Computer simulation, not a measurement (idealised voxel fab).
voxel tone inversion: a process module
Section cut is 200 nm wide and gridded with 5 nm square cells.
Cross-section spec: square-cell grid; bands listed top down; each band is one or more rows.
Read a band's entry like this: the first values are the height of its top and the height of its bottom in nm, and what follows is the sequence of materials from left to right, each with its width in nm. Note that "air" is empty space, and that a single material marked "all across" reaches across the band from edge to edge.
Height is counted from the level 0, under which the received wafer is composed throughout of one material. The lowest of the bands is not closed at the bottom but continues downward, in the notation "top 0, no bottom".
Graded width ("30..40"): value in top row of band = first number; value in bottom row = second number; row-to-row change constant.
Reading "remained the same" for a step: not a cell of the cross-section changed in it.
Closed-off voids of 8+ cells (no open route to the top) go in "Closed cavities", written width x height at distance from the left edge, in nm.
Post-settings text on a step line: simulator's own remark regarding the step.
overlay nm: mask right of planned place by this much (step with mask). Neg. = left.
THESE ARE THE STEPS WE PLANNED FOR THE PROCESS
- 1: RECEIVE | material Si
- 2: CONFORMAL_DEP | material SiCN | thk nm 5
- 3: DIRECTIONAL_DEP | material aC | thk nm 25
- 4: PATTERN | tone cover | mask id POSTS | material resist | width nm 20 | pitch nm 35 | thk nm 35 | overlay nm 0
- 5: DIRECTIONAL_ETCH | etch materials aC | depth nm 25
- 6: STRIP | etch materials resist
- 7: FILL_DEP | material SiO2 | thk nm 10
- 8: CMP | height nm 30
- 9: STRIP | etch materials aC
- 10: CONFORMAL_DEP | material TiN | thk nm 5
- 11: FILL_DEP | material Cu | thk nm 10
- 12: CMP | height nm 30
- 13: CONFORMAL_DEP | material SiCN | thk nm 5
AS RECEIVED (POST STEP 1): CROSS-SECTION
- top 0, no bottom = Si all across
- Closed cavities: none
HERE'S THE WAFER CUT IN CROSS-SECTION AFTER THE MODULE, STARTED AND PLANNED JUST LIKE ABOVE, EXCEPT ONE THING WAS DONE WRONG IN THE RUN
- top 35, bottom 30 = SiCN all across
- top 30, bottom 10 = Cu=65 / TiN=5 / SiO2=20 / TiN=5 / Cu=5 / TiN=5 / SiO2=20 / TiN=5 / Cu=70
- top 10, bottom 5 = TiN=70 / SiO2=20 / TiN=15 / SiO2=20 / TiN=75
- top 5, bottom 0 = SiCN all across
- top 0, no bottom = Si all across
- Closed cavities: none
Here's what went sideways: rather than as planned, step 4 actually ran as PATTERN | tone open | mask id POSTS | material resist | width nm 20 | pitch nm 35 | thk nm 35 | overlay nm 0
